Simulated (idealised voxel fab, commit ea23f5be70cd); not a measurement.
Herein follows the process module entitled voxel capacitor over wiring.
For reference, the cross-section in this document is cut, with width 240 nm and square cells of 5 nm.
Throughout this document, each cross-section is represented as a grid of square cells and is presented as a sequence of bands enumerated from the top downward, where a band comprises one or more rows of cells.
Heights first: top, then bottom, in nm. Then materials, left to right, each with a width in nm. "full width" on a single material: fills the band edge to edge. "empty": empty space.
Counting heights begins at 0, where everything beneath is, in the wafer as received, one material. The lowest band has no bottom; it goes on downwards, as "z 0 and below" shows.
Quick explanation for "30 to 40": the width changes in equal steps down the rows of cells, from the first number in the band's top row to the second number in its bottom row.
Step marked "no change"? Then no cell in the cross-section changed in it.
What "Fully closed voids" gives you is every empty space of 8 cells or more that is cut off from the top. Each appears as width x height at distance, with the distance taken from the left edge and width, height and distance all in nm.
Whatever follows a step's settings on its line is a remark the simulator itself makes about that step.
"overlay nm" on a masked step: distance the mask lay right of its planned place, negative for left.
# This section lists the process steps that were planned
| 1 | RECEIVE (material Si) |
| 2 | CONFORMAL_DEP (material SiO2; thk nm 10) |
| 3 | DIRECTIONAL_DEP (material TiN; thk nm 5) |
| 4 | DIRECTIONAL_DEP (material W; thk nm 15) |
| 5 | DIRECTIONAL_DEP (material aC; thk nm 10) |
| 6 | PATTERN (tone cover; mask id METAL_1; material resist; width nm 30; pitch nm 95; thk nm 25; overlay nm 0) |
| 7 | DIRECTIONAL_ETCH (etch materials aC; depth nm 10) |
| 8 | STRIP (etch materials resist) |
| 9 | DIRECTIONAL_ETCH (etch materials W; depth nm 15) |
| 10 | DIRECTIONAL_ETCH (etch materials TiN; depth nm 5) |
| 11 | STRIP (etch materials aC) |
| 12 | CONFORMAL_DEP (material SiN; thk nm 5) |
| 13 | FILL_DEP (material lowk; thk nm 5) |
| 14 | CMP (height nm 30) |
| 15 | CONFORMAL_DEP (material SiCN; thk nm 5) |
| 16 | DIRECTIONAL_DEP (material lowk; thk nm 10) |
| 17 | PATTERN (tone open; mask id PLUG_1; material resist; width nm 15; thk nm 20; overlay nm 0) |
| 18 | DIRECTIONAL_ETCH (etch materials lowk; depth nm 10) |
| 19 | DIRECTIONAL_ETCH (etch materials SiCN; depth nm 5) |
| 20 | STRIP (etch materials resist) |
| 21 | CONFORMAL_DEP (material TiN; thk nm 5) |
| 22 | FILL_DEP (material Ru; thk nm 5) |
| 23 | CMP (height nm 45) |
| 24 | DIRECTIONAL_DEP (material TiN; thk nm 5) |
| 25 | DIRECTIONAL_DEP (material Al2O3; thk nm 5) |
| 26 | DIRECTIONAL_DEP (material TiN; thk nm 5) |
| 27 | DIRECTIONAL_DEP (material aC; thk nm 15) |
| 28 | PATTERN (tone cover; mask id UPPER_PLATE; material resist; width nm 70; thk nm 35; overlay nm 0) |
| 29 | DIRECTIONAL_ETCH (etch materials aC; depth nm 15) |
| 30 | STRIP (etch materials resist) |
| 31 | DIRECTIONAL_ETCH (etch materials TiN; depth nm 5) |
| 32 | DIRECTIONAL_ETCH (etch materials Al2O3; depth nm 5) |
| 33 | STRIP (etch materials aC) |
| 34 | MASKED_ETCH (tone cover; mask id LOWER_PLATE; width nm 80; etch materials TiN; depth nm 5; overlay nm 0) |
| 35 | FILL_DEP (material SiO2; thk nm 20) |
| 36 | CMP (height nm 75) |
| 37 | MASKED_ETCH (tone open; mask id PLUG_2; width nm 15; etch materials SiO2; depth nm 15; overlay nm 0) |
| 38 | CONFORMAL_DEP (material TiN; thk nm 5) |
| 39 | FILL_DEP (material Ru; thk nm 5) |
| 40 | CMP (height nm 75) |
| 41 | CONFORMAL_DEP (material SiN; thk nm 5) |
# Cross-section of the wafer as it came to us, i.e., already through step 1
* z 0 and below: Si full width
* Fully closed voids: none
# Run as planned - first of the two wafers cross-sectioned at the end of the module
* z 80 to 75: SiN full width
* z 75 to 65: SiO2 80; TiN 5; Ru 5; TiN 5; SiO2 145
* z 65 to 55: SiO2 80 to 70; TiN 15 to 70; SiO2 145 to 100
* z 55 to 50: SiO2 70; Al2O3 70; SiO2 100
* z 50 to 45: SiO2 65; TiN 80; SiO2 95
* z 45 to 35: lowk 70; TiN 5; Ru 5; TiN 5; lowk 155
* z 35 to 30: SiCN 70; TiN 15; SiCN 155
* z 30 to 15: lowk 50; SiN 5; W 30; SiN 5; lowk 55; SiN 5; W 30; SiN 5; lowk 55
* z 15 to 10: SiN 55; TiN 30; SiN 65; TiN 30; SiN 60
* z 10 to 0: SiO2 full width
* z 0 and below: Si full width
* Fully closed voids: none
# End of module, second wafer, cross-section. Started like the first, planned like the first, run with one mistake
* z 80 to 75: SiN full width
* z 75 to 70: Ru full width
* z 70 to 65: TiN 85; Ru 5; TiN 150
* z 65 to 55: SiO2 80 to 70; TiN 15 to 70; SiO2 145 to 100
* z 55 to 50: SiO2 70; Al2O3 70; SiO2 100
* z 50 to 45: SiO2 65; TiN 80; SiO2 95
* z 45 to 35: lowk 70; TiN 5; Ru 5; TiN 5; lowk 155
* z 35 to 30: SiCN 70; TiN 15; SiCN 155
* z 30 to 15: lowk 50; SiN 5; W 30; SiN 5; lowk 55; SiN 5; W 30; SiN 5; lowk 55
* z 15 to 10: SiN 55; TiN 30; SiN 65; TiN 30; SiN 60
* z 10 to 0: SiO2 full width
* z 0 and below: Si full width
* Fully closed voids: none
So what did we get wrong on this run? step 36, actual vs plan mismatch, actual run CMP (height nm 65)
In the final state, the cell counts of the second wafer exceed or fall short of those of the first for the following materials: Ru +47, SiO2 -90, TiN +43
